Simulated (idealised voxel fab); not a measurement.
Module name: voxel capacitor over wiring (process module)
205 nm wide, 5 nm square cells: that's cross-section cut.
Cross-section = grid of square cells, listed top down in bands; band = one or more rows.
The band entry comprises the height of the band's top followed by the height of its bottom, expressed in nm, and subsequently the band's materials from left to right, each stated together with its width in nm. Where a single material is marked with the word "all across", that material fills the band from edge to edge. The word "blank" represents empty space.
Beneath 0, the wafer as received is one material, and that level is where height counting begins. The lowest band goes on downward without a bottom; it is written like "top 0, no bottom".
Width: "30 to 40" (first number = top row, second number = bottom row, same change from row to row of cells).
A step reported as "nothing got changed" is a step in which no cell of the cross-section changed.
For the entry "Sealed voids", the listed items are empty spaces with no open way to the top whose size is 8 cells or more; each item follows the pattern width x height at distance, where distance is from the left edge and all three are in nm.
On a step's line, text after the settings is the simulator commenting on that step.
"overlay nm" answers the question of how far to the right of plan the mask lay on a step that has a mask, and when it is negative the answer is to the left.

-- Here's what the planned process steps look like
1 RECEIVE with material Si
2 CONFORMAL_DEP with material SiO2, thk nm 10
3 DIRECTIONAL_DEP with material TiN, thk nm 5
4 DIRECTIONAL_DEP with material Ru, thk nm 20
5 DIRECTIONAL_DEP with material aC, thk nm 10
6 PATTERN with tone cover, mask id METAL_1, material resist, width nm 30, pitch nm 90, thk nm 30, overlay nm 0
7 DIRECTIONAL_ETCH with etch materials aC, depth nm 10
8 STRIP with etch materials resist
9 DIRECTIONAL_ETCH with etch materials Ru, depth nm 20
10 DIRECTIONAL_ETCH with etch materials TiN, depth nm 5
11 STRIP with etch materials aC
12 FILL_DEP with material lowk, thk nm 10
13 CMP with height nm 35
14 CONFORMAL_DEP with material SiCN, thk nm 5
15 DIRECTIONAL_DEP with material lowk, thk nm 15
16 DIRECTIONAL_DEP with material aC, thk nm 10
17 PATTERN with tone open, mask id PLUG_1, material resist, width nm 15, thk nm 30, overlay nm 0
18 DIRECTIONAL_ETCH with etch materials aC, depth nm 10
19 STRIP with etch materials resist
20 DIRECTIONAL_ETCH with etch materials lowk, depth nm 15
21 DIRECTIONAL_ETCH with etch materials SiCN, depth nm 5
22 STRIP with etch materials aC
23 EPI with material Ru, thk nm 10
24 EPI with material Ru, thk nm 10
25 DIRECTIONAL_DEP with material TiN, thk nm 10
26 DIRECTIONAL_DEP with material HfO2, thk nm 5
27 DIRECTIONAL_DEP with material TiN, thk nm 5
28 DIRECTIONAL_DEP with material aC, thk nm 10
29 PATTERN with tone cover, mask id UPPER_PLATE, material resist, width nm 65, thk nm 30, overlay nm 0
30 DIRECTIONAL_ETCH with etch materials aC, depth nm 10
31 STRIP with etch materials resist
32 DIRECTIONAL_ETCH with etch materials TiN, depth nm 5
33 DIRECTIONAL_ETCH with etch materials HfO2, depth nm 5
34 STRIP with etch materials aC
35 PATTERN with tone cover, mask id LOWER_PLATE, material resist, width nm 75, thk nm 20, overlay nm 0
36 DIRECTIONAL_ETCH with etch materials TiN, depth nm 10
37 STRIP with etch materials resist
38 FILL_DEP with material SiO2, thk nm 15
39 CMP with height nm 85
40 PATTERN with tone open, mask id PLUG_2, material resist, width nm 15, thk nm 15, overlay nm 0
41 DIRECTIONAL_ETCH with etch materials SiO2, depth nm 10
42 STRIP with etch materials resist
43 CONFORMAL_DEP with material TiN, thk nm 5
44 FILL_DEP with material Cu, thk nm 10
45 CMP with height nm 85
46 CONFORMAL_DEP with material SiCN, thk nm 5

-- The first wafer of two, processed as planned

-- Cross-sectional view of the wafer in its as-received condition, corresponding to the state after step 1
top 0, no bottom | Si all across
Sealed voids: none

-- Step 2 complete: cross-section through the wafer
top 10, bottom 0 | SiO2 all across
For the remainder of the cross-section, below 0, there is no change.

-- Step 3 complete: cross-section through the wafer
top 15, bottom 10 | TiN all across
For the remainder of the cross-section, below 10, there is no change.

-- Step 4 complete: cross-section through the wafer
top 35, bottom 15 | Ru all across
For the remainder of the cross-section, below 15, there is no change.

-- Step 5 complete: cross-section through the wafer
top 45, bottom 35 | aC all across
For the remainder of the cross-section, below 35, there is no change.

-- Step 6 complete: cross-section through the wafer
top 75, bottom 45 | blank: 40 | resist: 30 | blank: 60 | resist: 30 | blank: 45
For the remainder of the cross-section, below 45, there is no change.

-- Step 7 complete: cross-section through the wafer
top 65, bottom 45 | blank: 40 | resist: 30 | blank: 60 | resist: 30 | blank: 45
top 45, bottom 35 | blank: 40 | aC: 30 | blank: 60 | aC: 30 | blank: 45
For the remainder of the cross-section, below 35, there is no change.

-- Step 8 complete: cross-section through the wafer
top 45, bottom 35 | blank: 40 | aC: 30 | blank: 60 | aC: 30 | blank: 45
For the remainder of the cross-section, below 35, there is no change.

-- Step 9 complete: cross-section through the wafer
top 45, bottom 35 | blank: 40 | aC: 30 | blank: 60 | aC: 30 | blank: 45
top 35, bottom 15 | blank: 40 | Ru: 30 | blank: 60 | Ru: 30 | blank: 45
For the remainder of the cross-section, below 15, there is no change.

-- Step 10 complete: cross-section through the wafer
top 45, bottom 35 | blank: 40 | aC: 30 | blank: 60 | aC: 30 | blank: 45
top 35, bottom 15 | blank: 40 | Ru: 30 | blank: 60 | Ru: 30 | blank: 45
top 15, bottom 10 | blank: 40 | TiN: 30 | blank: 60 | TiN: 30 | blank: 45
For the remainder of the cross-section, below 10, there is no change.

-- Step 11 complete: cross-section through the wafer
top 35, bottom 15 | blank: 40 | Ru: 30 | blank: 60 | Ru: 30 | blank: 45
For the remainder of the cross-section, below 15, there is no change.

-- Step 12 complete: cross-section through the wafer
top 45, bottom 35 | lowk all across
top 35, bottom 15 | lowk: 40 | Ru: 30 | lowk: 60 | Ru: 30 | lowk: 45
top 15, bottom 10 | lowk: 40 | TiN: 30 | lowk: 60 | TiN: 30 | lowk: 45
For the remainder of the cross-section, below 10, there is no change.

-- Step 13 complete: cross-section through the wafer
top 35, bottom 15 | lowk: 40 | Ru: 30 | lowk: 60 | Ru: 30 | lowk: 45
For the remainder of the cross-section, below 15, there is no change.

-- Step 14 complete: cross-section through the wafer
top 40, bottom 35 | SiCN all across
For the remainder of the cross-section, below 35, there is no change.

-- Step 15 complete: cross-section through the wafer
top 55, bottom 40 | lowk all across
For the remainder of the cross-section, below 40, there is no change.

-- Step 16 complete: cross-section through the wafer
top 65, bottom 55 | aC all across
For the remainder of the cross-section, below 55, there is no change.

-- Step 17 complete: cross-section through the wafer
top 95, bottom 65 | resist: 55 | blank: 15 | resist: 135
For the remainder of the cross-section, below 65, there is no change.

-- Step 18 complete: cross-section through the wafer
top 85, bottom 65 | resist: 55 | blank: 15 | resist: 135
top 65, bottom 55 | aC: 55 | blank: 15 | aC: 135
For the remainder of the cross-section, below 55, there is no change.

-- Step 19 complete: cross-section through the wafer
top 65, bottom 55 | aC: 55 | blank: 15 | aC: 135
For the remainder of the cross-section, below 55, there is no change.

-- Step 20 complete: cross-section through the wafer
top 65, bottom 55 | aC: 55 | blank: 15 | aC: 135
top 55, bottom 40 | lowk: 55 | blank: 15 | lowk: 135
For the remainder of the cross-section, below 40, there is no change.

-- Step 21 complete: cross-section through the wafer
top 65, bottom 55 | aC: 55 | blank: 15 | aC: 135
top 55, bottom 40 | lowk: 55 | blank: 15 | lowk: 135
top 40, bottom 35 | SiCN: 55 | blank: 15 | SiCN: 135
For the remainder of the cross-section, below 35, there is no change.

-- Step 22 complete: cross-section through the wafer
top 55, bottom 40 | lowk: 55 | blank: 15 | lowk: 135
For the remainder of the cross-section, below 40, there is no change.

-- Step 23 complete: cross-section through the wafer
top 55, bottom 45 | lowk: 55 | blank: 15 | lowk: 135
top 45, bottom 40 | lowk: 55 | Ru: 15 | lowk: 135
top 40, bottom 35 | SiCN: 55 | Ru: 15 | SiCN: 135
For the remainder of the cross-section, below 35, there is no change.

-- Step 24 complete: cross-section through the wafer
top 55, bottom 40 | lowk: 55 | Ru: 15 | lowk: 135
For the remainder of the cross-section, below 40, there is no change.

-- Step 25 complete: cross-section through the wafer
top 65, bottom 55 | TiN all across
For the remainder of the cross-section, below 55, there is no change.

-- Step 26 complete: cross-section through the wafer
top 70, bottom 65 | HfO2 all across
For the remainder of the cross-section, below 65, there is no change.

-- Step 27 complete: cross-section through the wafer
top 75, bottom 70 | TiN all across
For the remainder of the cross-section, below 70, there is no change.

-- Step 28 complete: cross-section through the wafer
top 85, bottom 75 | aC all across
For the remainder of the cross-section, below 75, there is no change.

-- Step 29 complete: cross-section through the wafer
top 115, bottom 85 | blank: 55 | resist: 65 | blank: 85
For the remainder of the cross-section, below 85, there is no change.

-- Step 30 complete: cross-section through the wafer
top 105, bottom 85 | blank: 55 | resist: 65 | blank: 85
top 85, bottom 75 | blank: 55 | aC: 65 | blank: 85
For the remainder of the cross-section, below 75, there is no change.

-- Step 31 complete: cross-section through the wafer
top 85, bottom 75 | blank: 55 | aC: 65 | blank: 85
For the remainder of the cross-section, below 75, there is no change.

-- Step 32 complete: cross-section through the wafer
top 85, bottom 75 | blank: 55 | aC: 65 | blank: 85
top 75, bottom 70 | blank: 55 | TiN: 65 | blank: 85
For the remainder of the cross-section, below 70, there is no change.

-- Step 33 complete: cross-section through the wafer
top 85, bottom 75 | blank: 55 | aC: 65 | blank: 85
top 75, bottom 70 | blank: 55 | TiN: 65 | blank: 85
top 70, bottom 65 | blank: 55 | HfO2: 65 | blank: 85
For the remainder of the cross-section, below 65, there is no change.

-- Step 34 complete: cross-section through the wafer
top 75, bottom 70 | blank: 55 | TiN: 65 | blank: 85
For the remainder of the cross-section, below 70, there is no change.

-- Step 35 complete: cross-section through the wafer
top 95, bottom 75 | blank: 50 | resist: 75 | blank: 80
top 75, bottom 70 | blank: 50 | resist: 5 | TiN: 65 | resist: 5 | blank: 80
top 70, bottom 65 | blank: 50 | resist: 5 | HfO2: 65 | resist: 5 | blank: 80
For the remainder of the cross-section, below 65, there is no change.

-- Step 36 complete: cross-section through the wafer
top 95, bottom 75 | blank: 50 | resist: 75 | blank: 80
top 75, bottom 70 | blank: 50 | resist: 5 | TiN: 65 | resist: 5 | blank: 80
top 70, bottom 65 | blank: 50 | resist: 5 | HfO2: 65 | resist: 5 | blank: 80
top 65, bottom 55 | blank: 50 | TiN: 75 | blank: 80
For the remainder of the cross-section, below 55, there is no change.

-- Step 37 complete: cross-section through the wafer
top 75, bottom 70 | blank: 55 | TiN: 65 | blank: 85
top 70, bottom 65 | blank: 55 | HfO2: 65 | blank: 85
For the remainder of the cross-section, below 65, there is no change.

-- Step 38 complete: cross-section through the wafer
top 90, bottom 75 | SiO2 all across
top 75, bottom 70 | SiO2: 55 | TiN: 65 | SiO2: 85
top 70, bottom 65 | SiO2: 55 | HfO2: 65 | SiO2: 85
top 65, bottom 55 | SiO2: 50 | TiN: 75 | SiO2: 80
For the remainder of the cross-section, below 55, there is no change.

-- Step 39 complete: cross-section through the wafer
top 85, bottom 75 | SiO2 all across
For the remainder of the cross-section, below 75, there is no change.

-- Step 40 complete: cross-section through the wafer
top 100, bottom 85 | resist: 65 | blank: 15 | resist: 125
For the remainder of the cross-section, below 85, there is no change.

-- Step 41 complete: cross-section through the wafer
top 100, bottom 85 | resist: 65 | blank: 15 | resist: 125
top 85, bottom 75 | SiO2: 65 | blank: 15 | SiO2: 125
For the remainder of the cross-section, below 75, there is no change.

-- Step 42 complete: cross-section through the wafer
top 85, bottom 75 | SiO2: 65 | blank: 15 | SiO2: 125
For the remainder of the cross-section, below 75, there is no change.

-- Step 43 complete: cross-section through the wafer
top 90, bottom 85 | TiN: 70 | blank: 5 | TiN: 130
top 85, bottom 80 | SiO2: 65 | TiN: 5 | blank: 5 | TiN: 5 | SiO2: 125
top 80, bottom 70 | SiO2: 65 to 55 | TiN: 15 to 65 | SiO2: 125 to 85
For the remainder of the cross-section, below 70, there is no change.

-- Step 44 complete: cross-section through the wafer
top 100, bottom 90 | Cu all across
top 90, bottom 85 | TiN: 70 | Cu: 5 | TiN: 130
top 85, bottom 80 | SiO2: 65 | TiN: 5 | Cu: 5 | TiN: 5 | SiO2: 125
For the remainder of the cross-section, below 80, there is no change.

-- Step 45 complete: cross-section through the wafer
top 85, bottom 80 | SiO2: 65 | TiN: 5 | Cu: 5 | TiN: 5 | SiO2: 125
For the remainder of the cross-section, below 80, there is no change.

-- Step 46 complete: cross-section through the wafer
top 90, bottom 85 | SiCN all across
For the remainder of the cross-section, below 85, there is no change.

-- Second of two: same start, same plan, one run error; steps up to and including 1 match the first

What the second wafer looks like in cross-section when step 2 should have wrapped up: nothing got changed

-- What the second wafer looks like in cross-section when step 3 should have wrapped up
top 5, bottom 0 | TiN all across
For the remainder of the cross-section, below 0, there is no change.

-- What the second wafer looks like in cross-section when step 4 should have wrapped up
top 25, bottom 5 | Ru all across
For the remainder of the cross-section, below 5, there is no change.

-- What the second wafer looks like in cross-section when step 5 should have wrapped up
top 35, bottom 25 | aC all across
For the remainder of the cross-section, below 25, there is no change.

-- What the second wafer looks like in cross-section when step 6 should have wrapped up
top 65, bottom 35 | blank: 40 | resist: 30 | blank: 60 | resist: 30 | blank: 45
For the remainder of the cross-section, below 35, there is no change.

-- What the second wafer looks like in cross-section when step 7 should have wrapped up
top 55, bottom 35 | blank: 40 | resist: 30 | blank: 60 | resist: 30 | blank: 45
top 35, bottom 25 | blank: 40 | aC: 30 | blank: 60 | aC: 30 | blank: 45
For the remainder of the cross-section, below 25, there is no change.

-- What the second wafer looks like in cross-section when step 8 should have wrapped up
top 35, bottom 25 | blank: 40 | aC: 30 | blank: 60 | aC: 30 | blank: 45
For the remainder of the cross-section, below 25, there is no change.

-- What the second wafer looks like in cross-section when step 9 should have wrapped up
top 35, bottom 25 | blank: 40 | aC: 30 | blank: 60 | aC: 30 | blank: 45
top 25, bottom 5 | blank: 40 | Ru: 30 | blank: 60 | Ru: 30 | blank: 45
For the remainder of the cross-section, below 5, there is no change.

-- What the second wafer looks like in cross-section when step 10 should have wrapped up
top 35, bottom 25 | blank: 40 | aC: 30 | blank: 60 | aC: 30 | blank: 45
top 25, bottom 5 | blank: 40 | Ru: 30 | blank: 60 | Ru: 30 | blank: 45
top 5, bottom 0 | blank: 40 | TiN: 30 | blank: 60 | TiN: 30 | blank: 45
For the remainder of the cross-section, below 0, there is no change.

-- What the second wafer looks like in cross-section when step 11 should have wrapped up
top 25, bottom 5 | blank: 40 | Ru: 30 | blank: 60 | Ru: 30 | blank: 45
For the remainder of the cross-section, below 5, there is no change.

-- What the second wafer looks like in cross-section when step 12 should have wrapped up
top 35, bottom 25 | lowk all across
top 25, bottom 5 | lowk: 40 | Ru: 30 | lowk: 60 | Ru: 30 | lowk: 45
top 5, bottom 0 | lowk: 40 | TiN: 30 | lowk: 60 | TiN: 30 | lowk: 45
For the remainder of the cross-section, below 0, there is no change.

What the second wafer looks like in cross-section when step 13 should have wrapped up: nothing got changed

-- What the second wafer looks like in cross-section when step 14 should have wrapped up
top 40, bottom 35 | SiCN all across
For the remainder of the cross-section, below 35, there is no change.

-- What the second wafer looks like in cross-section when step 15 should have wrapped up
top 55, bottom 40 | lowk all across
For the remainder of the cross-section, below 40, there is no change.

-- What the second wafer looks like in cross-section when step 16 should have wrapped up
top 65, bottom 55 | aC all across
For the remainder of the cross-section, below 55, there is no change.

-- What the second wafer looks like in cross-section when step 17 should have wrapped up
top 95, bottom 65 | resist: 55 | blank: 15 | resist: 135
For the remainder of the cross-section, below 65, there is no change.

-- What the second wafer looks like in cross-section when step 18 should have wrapped up
top 85, bottom 65 | resist: 55 | blank: 15 | resist: 135
top 65, bottom 55 | aC: 55 | blank: 15 | aC: 135
For the remainder of the cross-section, below 55, there is no change.

-- What the second wafer looks like in cross-section when step 19 should have wrapped up
top 65, bottom 55 | aC: 55 | blank: 15 | aC: 135
For the remainder of the cross-section, below 55, there is no change.

-- What the second wafer looks like in cross-section when step 20 should have wrapped up
top 65, bottom 55 | aC: 55 | blank: 15 | aC: 135
top 55, bottom 40 | lowk: 55 | blank: 15 | lowk: 135
For the remainder of the cross-section, below 40, there is no change.

-- What the second wafer looks like in cross-section when step 21 should have wrapped up
top 65, bottom 55 | aC: 55 | blank: 15 | aC: 135
top 55, bottom 40 | lowk: 55 | blank: 15 | lowk: 135
top 40, bottom 35 | SiCN: 55 | blank: 15 | SiCN: 135
For the remainder of the cross-section, below 35, there is no change.

-- What the second wafer looks like in cross-section when step 22 should have wrapped up
top 55, bottom 40 | lowk: 55 | blank: 15 | lowk: 135
For the remainder of the cross-section, below 40, there is no change.

What the second wafer looks like in cross-section when step 23 should have wrapped up: nothing got changed

What the second wafer looks like in cross-section when step 24 should have wrapped up: nothing got changed

-- What the second wafer looks like in cross-section when step 25 should have wrapped up
top 65, bottom 55 | TiN: 55 | blank: 15 | TiN: 135
top 55, bottom 45 | lowk: 55 | blank: 15 | lowk: 135
top 45, bottom 40 | lowk: 55 | TiN: 15 | lowk: 135
top 40, bottom 35 | SiCN: 55 | TiN: 15 | SiCN: 135
For the remainder of the cross-section, below 35, there is no change.

-- What the second wafer looks like in cross-section when step 26 should have wrapped up
top 70, bottom 65 | HfO2: 55 | blank: 15 | HfO2: 135
top 65, bottom 55 | TiN: 55 | blank: 15 | TiN: 135
top 55, bottom 50 | lowk: 55 | blank: 15 | lowk: 135
top 50, bottom 45 | lowk: 55 | HfO2: 15 | lowk: 135
For the remainder of the cross-section, below 45, there is no change.

-- What the second wafer looks like in cross-section when step 27 should have wrapped up
top 75, bottom 70 | TiN: 55 | blank: 15 | TiN: 135
top 70, bottom 65 | HfO2: 55 | blank: 15 | HfO2: 135
top 65, bottom 55 | TiN: 55 | blank: 15 | TiN: 135
top 55, bottom 50 | lowk: 55 | TiN: 15 | lowk: 135
For the remainder of the cross-section, below 50, there is no change.

-- What the second wafer looks like in cross-section when step 28 should have wrapped up
top 85, bottom 75 | aC: 55 | blank: 15 | aC: 135
top 75, bottom 70 | TiN: 55 | blank: 15 | TiN: 135
top 70, bottom 65 | HfO2: 55 | blank: 15 | HfO2: 135
top 65, bottom 55 | TiN: 55 | aC: 15 | TiN: 135
For the remainder of the cross-section, below 55, there is no change.

-- What the second wafer looks like in cross-section when step 29 should have wrapped up
top 115, bottom 85 | blank: 55 | resist: 65 | blank: 85
top 85, bottom 75 | aC: 55 | resist: 15 | aC: 135
top 75, bottom 70 | TiN: 55 | resist: 15 | TiN: 135
top 70, bottom 65 | HfO2: 55 | resist: 15 | HfO2: 135
For the remainder of the cross-section, below 65, there is no change.

-- What the second wafer looks like in cross-section when step 30 should have wrapped up
top 105, bottom 85 | blank: 55 | resist: 65 | blank: 85
top 85, bottom 75 | blank: 55 | resist: 15 | aC: 50 | blank: 85
For the remainder of the cross-section, below 75, there is no change.

-- What the second wafer looks like in cross-section when step 31 should have wrapped up
top 85, bottom 75 | blank: 70 | aC: 50 | blank: 85
top 75, bottom 70 | TiN: 55 | blank: 15 | TiN: 135
top 70, bottom 65 | HfO2: 55 | blank: 15 | HfO2: 135
For the remainder of the cross-section, below 65, there is no change.

-- What the second wafer looks like in cross-section when step 32 should have wrapped up
top 85, bottom 75 | blank: 70 | aC: 50 | blank: 85
top 75, bottom 70 | blank: 70 | TiN: 50 | blank: 85
For the remainder of the cross-section, below 70, there is no change.

-- What the second wafer looks like in cross-section when step 33 should have wrapped up
top 85, bottom 75 | blank: 70 | aC: 50 | blank: 85
top 75, bottom 70 | blank: 70 | TiN: 50 | blank: 85
top 70, bottom 65 | blank: 70 | HfO2: 50 | blank: 85
For the remainder of the cross-section, below 65, there is no change.

-- What the second wafer looks like in cross-section when step 34 should have wrapped up
top 75, bottom 70 | blank: 70 | TiN: 50 | blank: 85
top 70, bottom 65 | blank: 70 | HfO2: 50 | blank: 85
top 65, bottom 55 | TiN: 55 | blank: 15 | TiN: 135
For the remainder of the cross-section, below 55, there is no change.

-- What the second wafer looks like in cross-section when step 35 should have wrapped up
top 95, bottom 75 | blank: 50 | resist: 75 | blank: 80
top 75, bottom 70 | blank: 50 | resist: 20 | TiN: 50 | resist: 5 | blank: 80
top 70, bottom 65 | blank: 50 | resist: 20 | HfO2: 50 | resist: 5 | blank: 80
top 65, bottom 55 | TiN: 55 | resist: 15 | TiN: 135
For the remainder of the cross-section, below 55, there is no change.

-- What the second wafer looks like in cross-section when step 36 should have wrapped up
top 95, bottom 75 | blank: 50 | resist: 75 | blank: 80
top 75, bottom 70 | blank: 50 | resist: 20 | TiN: 50 | resist: 5 | blank: 80
top 70, bottom 65 | blank: 50 | resist: 20 | HfO2: 50 | resist: 5 | blank: 80
top 65, bottom 55 | blank: 50 | TiN: 5 | resist: 15 | TiN: 55 | blank: 80
For the remainder of the cross-section, below 55, there is no change.

-- What the second wafer looks like in cross-section when step 37 should have wrapped up
top 75, bottom 70 | blank: 70 | TiN: 50 | blank: 85
top 70, bottom 65 | blank: 70 | HfO2: 50 | blank: 85
top 65, bottom 55 | blank: 50 | TiN: 5 | blank: 15 | TiN: 55 | blank: 80
For the remainder of the cross-section, below 55, there is no change.

-- What the second wafer looks like in cross-section when step 38 should have wrapped up
top 90, bottom 75 | SiO2 all across
top 75, bottom 70 | SiO2: 70 | TiN: 50 | SiO2: 85
top 70, bottom 65 | SiO2: 70 | HfO2: 50 | SiO2: 85
top 65, bottom 55 | SiO2: 50 | TiN: 5 | SiO2: 15 | TiN: 55 | SiO2: 80
For the remainder of the cross-section, below 55, there is no change.

-- What the second wafer looks like in cross-section when step 39 should have wrapped up
top 85, bottom 75 | SiO2 all across
For the remainder of the cross-section, below 75, there is no change.

-- What the second wafer looks like in cross-section when step 40 should have wrapped up
top 100, bottom 85 | resist: 65 | blank: 15 | resist: 125
For the remainder of the cross-section, below 85, there is no change.

-- What the second wafer looks like in cross-section when step 41 should have wrapped up
top 100, bottom 85 | resist: 65 | blank: 15 | resist: 125
top 85, bottom 75 | SiO2: 65 | blank: 15 | SiO2: 125
For the remainder of the cross-section, below 75, there is no change.

-- What the second wafer looks like in cross-section when step 42 should have wrapped up
top 85, bottom 75 | SiO2: 65 | blank: 15 | SiO2: 125
For the remainder of the cross-section, below 75, there is no change.

-- What the second wafer looks like in cross-section when step 43 should have wrapped up
top 90, bottom 85 | TiN: 70 | blank: 5 | TiN: 130
top 85, bottom 80 | SiO2: 65 | TiN: 5 | blank: 5 | TiN: 5 | SiO2: 125
top 80, bottom 70 | SiO2: 65 to 70 | TiN: 15 to 50 | SiO2: 125 to 85
For the remainder of the cross-section, below 70, there is no change.

-- What the second wafer looks like in cross-section when step 44 should have wrapped up
top 100, bottom 90 | Cu all across
top 90, bottom 85 | TiN: 70 | Cu: 5 | TiN: 130
top 85, bottom 80 | SiO2: 65 | TiN: 5 | Cu: 5 | TiN: 5 | SiO2: 125
For the remainder of the cross-section, below 80, there is no change.

-- What the second wafer looks like in cross-section when step 45 should have wrapped up
top 85, bottom 80 | SiO2: 65 | TiN: 5 | Cu: 5 | TiN: 5 | SiO2: 125
For the remainder of the cross-section, below 80, there is no change.

-- What the second wafer looks like in cross-section when step 46 should have wrapped up
top 90, bottom 85 | SiCN all across
For the remainder of the cross-section, below 85, there is no change.
Here's what went sideways: step 2 of the plan was jumped over and never run
Final comparison by cell count, materials where the second wafer has more or fewer than the first: 12 fewer of Ru; 70 fewer of SiO2; 82 more of lowk
